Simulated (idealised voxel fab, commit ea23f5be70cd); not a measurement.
The document below concerns the process module designated voxel wiring stack.
Cross-section cut spans 210 nm and uses square cells 5 nm in size.
Notation: cross-section as square-cell grid; stated in bands, top first, going down; one or more cell rows per band. Band: top and bottom heights (nm) first, top before bottom; then materials from left to right, widths in nm. "full width" marks a sole material filling the band edge to edge. "blank" denotes empty space. Beneath 0, the wafer as received is one material, and that level is where height counting begins. The lowest band goes on downward without a bottom; it is written like "0 down". With a width like "30 to 40", each row of cells in the band differs from the next by the same amount, the top row carrying the first number and the bottom row the second. "identical to before" means the step left every cell of the cross-section as it was. Voids not open to the top, 8 cells minimum: see "Closed voids list". Written width x height at distance; distance is from the left edge; nm. It should be noted that, on the line of a given step, the content following the step's settings is a remark produced by the simulator itself with respect to that step. overlay nm, on a step with a mask: how far to the right of its planned place the mask lay; to the left if negative.

# Process steps - plan
1. RECEIVE: material Si
2. CONFORMAL_DEP: material SiO2, thk nm 15
3. CONFORMAL_DEP: material SiCN, thk nm 5
4. DIRECTIONAL_DEP: material SiO2, thk nm 25
5. PATTERN: tone open, mask id METAL_1, material resist, width nm 20, pitch nm 35, thk nm 20, overlay nm 0
6. DIRECTIONAL_ETCH: etch materials SiO2, depth nm 25
7. DIRECTIONAL_ETCH: etch materials SiCN, depth nm 5
8. STRIP: etch materials resist
9. CONFORMAL_DEP: material TiN, thk nm 5
10. FILL_DEP: material Cu, thk nm 5
11. CMP: height nm 45
12. CONFORMAL_DEP: material SiCN, thk nm 5
13. DIRECTIONAL_DEP: material SiO2, thk nm 30
14. DIRECTIONAL_DEP: material aC, thk nm 10
15. PATTERN: tone open, mask id METAL_2_HOLES, material resist, width nm 15, pitch nm 35, thk nm 25, overlay nm 0
16. DIRECTIONAL_ETCH: etch materials aC, depth nm 10
17. STRIP: etch materials resist
18. DIRECTIONAL_ETCH: etch materials SiO2, depth nm 30
19. STRIP: etch materials aC
20. DIRECTIONAL_DEP: material aC, thk nm 15
21. PATTERN: tone open, mask id METAL_2, material resist, width nm 20, pitch nm 35, thk nm 30, overlay nm 0
22. DIRECTIONAL_ETCH: etch materials aC, depth nm 15
23. STRIP: etch materials resist
24. DIRECTIONAL_ETCH: etch materials SiO2, depth nm 20
25. DIRECTIONAL_ETCH: etch materials SiCN, depth nm 5
26. STRIP: etch materials aC
27. CONFORMAL_DEP: material TiN, thk nm 5
28. FILL_DEP: material Cu, thk nm 10
29. CMP: height nm 80
30. CONFORMAL_DEP: material SiCN, thk nm 5
31. DIRECTIONAL_DEP: material SiO2, thk nm 30
32. MASKED_ETCH: tone open, mask id METAL_3_HOLES, width nm 15, pitch nm 70, etch materials SiO2, depth nm 30, overlay nm 0
33. DIRECTIONAL_DEP: material aC, thk nm 15
34. PATTERN: tone open, mask id METAL_3, material resist, width nm 20, pitch nm 35, thk nm 35, overlay nm 0
35. DIRECTIONAL_ETCH: etch materials aC, depth nm 15
36. STRIP: etch materials resist
37. DIRECTIONAL_ETCH: etch materials SiO2, depth nm 20
38. DIRECTIONAL_ETCH: etch materials SiCN, depth nm 5
39. STRIP: etch materials aC
40. CONFORMAL_DEP: material TiN, thk nm 5
41. FILL_DEP: material Cu, thk nm 5
42. CMP: height nm 115
43. CONFORMAL_DEP: material SiCN, thk nm 5

# Cross-section of the incoming wafer, state after step 1
    0 down  Si full width
    Closed voids list: none

# Cross-sectional result after module completion. Note: starting condition and plan are unchanged from above; one processing mistake was made
    120 to 115  SiCN full width
    115 to 100  SiO2 40 nm; TiN 5 nm; Cu 10 nm; TiN 5 nm; SiO2 15 nm; TiN 5 nm; Cu 10 nm; TiN 5 nm; SiO2 15 nm; TiN 5 nm; Cu 10 nm; TiN 5 nm; SiO2 15 nm; TiN 5 nm; Cu 10 nm; TiN 5 nm; SiO2 45 nm
    100 to 95  SiO2 40 nm; TiN 5 nm; Cu 5 nm; TiN 10 nm; SiO2 15 nm; TiN 20 nm; SiO2 15 nm; TiN 5 nm; Cu 5 nm; TiN 10 nm; SiO2 15 nm; TiN 20 nm; SiO2 45 nm
    95 to 85  SiO2 40 nm; TiN 5 nm; Cu 5 nm; TiN 5 nm; SiO2 55 nm; TiN 5 nm; Cu 5 nm; TiN 5 nm; SiO2 85 nm
    85 to 80  SiCN 40 nm; TiN 15 nm; SiCN 55 nm; TiN 15 nm; SiCN 85 nm
    80 to 65  SiO2 40 nm; TiN 5 nm; Cu 5 nm; TiN 5 nm; SiO2 20 nm; TiN 5 nm; Cu 5 nm; TiN 5 nm; SiO2 20 nm; TiN 5 nm; Cu 5 nm; TiN 5 nm; SiO2 20 nm; TiN 5 nm; Cu 5 nm; TiN 5 nm; SiO2 50 nm
    65 to 60  SiO2 40 nm; TiN 15 nm; SiO2 20 nm; TiN 15 nm; SiO2 20 nm; TiN 15 nm; SiO2 20 nm; TiN 15 nm; SiO2 50 nm
    60 to 50  SiO2 full width
    50 to 45  SiCN full width
    45 to 20  SiO2 40 nm; TiN 5 nm; Cu 10 nm; TiN 5 nm; SiO2 15 nm; TiN 5 nm; Cu 10 nm; TiN 5 nm; SiO2 15 nm; TiN 5 nm; Cu 10 nm; TiN 5 nm; SiO2 15 nm; TiN 5 nm; Cu 10 nm; TiN 5 nm; SiO2 45 nm
    20 to 15  SiCN 40 nm; TiN 20 nm; SiCN 15 nm; TiN 20 nm; SiCN 15 nm; TiN 20 nm; SiCN 15 nm; TiN 20 nm; SiCN 45 nm
    15 to 0  SiO2 full width
    0 down  Si full width
    Closed voids list: none
What broke from the plan during processing? execution of plan step 13 occurred twice
